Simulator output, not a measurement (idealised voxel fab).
process module | voxel capacitor over wiring
cross-section cut | 205 nm wide | cells 5 nm
A cross-section is a grid of square cells, given in bands from the top down. A band is one or more rows of cells.
Each band's line starts with the height of the band's top and of its bottom, in nm. Then come its materials from left to right, each with its width in nm. One material with "throughout" fills the band from edge to edge. "air" is empty space.
Height 0 is the level under which the wafer as received is all one material. The lowest band goes on downwards, as in "0 down".
A width such as "30 to 40" changes by the same amount from each row of cells to the next, from the band's top row to its bottom row.
"no change" after a step means that no cell of the cross-section changed.
closed voids: empty space of 8 cells or more with no open way to the top, each as width x height at its distance from the left edge, in nm
after a step's settings: what the simulator itself notes on the step
overlay nm, on a step with a mask: how far to the right of its planned place the mask lay; to the left if negative
plan
1 op RECEIVE | material Si
2 op CONFORMAL_DEP | material SiO2 | thk nm 10
3 op CONFORMAL_DEP | material SiN | thk nm 5
4 op DIRECTIONAL_DEP | material lowk | thk nm 20
5 op DIRECTIONAL_DEP | material aC | thk nm 10
6 op PATTERN | tone open | mask id METAL_1 | material resist | width nm 20 | pitch nm 70 | thk nm 25 | overlay nm 0
7 op DIRECTIONAL_ETCH | etch materials aC | depth nm 10
8 op STRIP | etch materials resist
9 op DIRECTIONAL_ETCH | etch materials lowk | depth nm 20
10 op DIRECTIONAL_ETCH | etch materials SiN | depth nm 5
11 op STRIP | etch materials aC
12 op CONFORMAL_DEP | material TiN | thk nm 5
13 op FILL_DEP | material Cu | thk nm 10
14 op CMP | height nm 35
15 op CONFORMAL_DEP | material SiCN | thk nm 5
16 op DIRECTIONAL_DEP | material SiO2 | thk nm 15
17 op DIRECTIONAL_DEP | material aC | thk nm 15
18 op PATTERN | tone open | mask id PLUG_1 | material resist | width nm 15 | thk nm 30 | overlay nm 0
19 op DIRECTIONAL_ETCH | etch materials aC | depth nm 15
20 op STRIP | etch materials resist
21 op DIRECTIONAL_ETCH | etch materials SiO2 | depth nm 15
22 op DIRECTIONAL_ETCH | etch materials SiCN | depth nm 5
23 op STRIP | etch materials aC
24 op EPI | material Ru | thk nm 10
25 op EPI | material Ru | thk nm 10
26 op DIRECTIONAL_DEP | material TiN | thk nm 10
27 op DIRECTIONAL_DEP | material SiN | thk nm 5
28 op DIRECTIONAL_DEP | material TiN | thk nm 10
29 op DIRECTIONAL_DEP | material aC | thk nm 15
30 op PATTERN | tone cover | mask id UPPER_PLATE | material resist | width nm 55 | thk nm 35 | overlay nm 0
31 op DIRECTIONAL_ETCH | etch materials aC | depth nm 15
32 op STRIP | etch materials resist
33 op DIRECTIONAL_ETCH | etch materials TiN | depth nm 10
34 op DIRECTIONAL_ETCH | etch materials SiN | depth nm 5
35 op STRIP | etch materials aC
36 op MASKED_ETCH | tone cover | mask id LOWER_PLATE | width nm 65 | etch materials TiN | depth nm 10 | overlay nm 0
37 op FILL_DEP | material SiO2 | thk nm 20
38 op CMP | height nm 95
39 op MASKED_ETCH | tone open | mask id PLUG_2 | width nm 15 | etch materials SiO2 | depth nm 15 | overlay nm 0
40 op CONFORMAL_DEP | material TiN | thk nm 5
41 op FILL_DEP | material Cu | thk nm 5
42 op CMP | height nm 95
43 op CONFORMAL_DEP | material SiCN | thk nm 5
varied across the wafers: width nm of step 39. The plan shows the first wafer's value. All wafers start alike
first wafer as received, after step 1
  0 down: Si throughout
  closed voids: none
first wafer at the end, after step 43
  100 to 95: SiCN throughout
  95 to 85: SiO2 70 | TiN 5 | Cu 5 | TiN 5 | SiO2 120
  85 to 80: SiO2 70 | TiN 15 | SiO2 120
  80 to 70: SiO2 60 | TiN 55 | SiO2 90
  70 to 65: SiO2 60 | SiN 55 | SiO2 90
  65 to 55: SiO2 55 | TiN 65 | SiO2 85
  55 to 40: SiO2 60 | Ru 15 | SiO2 130
  40 to 35: SiCN 60 | Ru 15 | SiCN 130
  35 to 15: lowk 55 | TiN 5 | Cu 10 | TiN 5 | lowk 50 | TiN 5 | Cu 10 | TiN 5 | lowk 60
  15 to 10: SiN 55 | TiN 20 | SiN 50 | TiN 20 | SiN 60
  10 to 0: SiO2 throughout
  0 down: Si throughout
  closed voids: none
last wafer at the end
  100 to 95: SiCN throughout
  95 to 85: SiO2 65 | TiN 5 | Cu 20 | TiN 5 | SiO2 110
  85 to 80: SiO2 65 | TiN 30 | SiO2 110
  80 to 70: SiO2 60 | TiN 55 | SiO2 90
  70 to 65: SiO2 60 | SiN 55 | SiO2 90
  65 to 55: SiO2 55 | TiN 65 | SiO2 85
  55 to 40: SiO2 60 | Ru 15 | SiO2 130
  40 to 35: SiCN 60 | Ru 15 | SiCN 130
  35 to 15: lowk 55 | TiN 5 | Cu 10 | TiN 5 | lowk 50 | TiN 5 | Cu 10 | TiN 5 | lowk 60
  15 to 10: SiN 55 | TiN 20 | SiN 50 | TiN 20 | SiN 60
  10 to 0: SiO2 throughout
  0 down: Si throughout
  closed voids: none
each wafer at the end: cells of each material gained (+) or lost (-) since it was received, then its closed voids
width nm 15 | +18 Cu | +12 Ru | +79 SiCN | +44 SiN | +456 SiO2 | +79 TiN | +132 lowk | closed voids: none
width nm 20 | +20 Cu | +12 Ru | +79 SiCN | +44 SiN | +453 SiO2 | +80 TiN | +132 lowk | closed voids: none
width nm 25 | +22 Cu | +12 Ru | +79 SiCN | +44 SiN | +450 SiO2 | +81 TiN | +132 lowk | closed voids: none
width nm 30 | +24 Cu | +12 Ru | +79 SiCN | +44 SiN | +447 SiO2 | +82 TiN | +132 lowk | closed voids: none
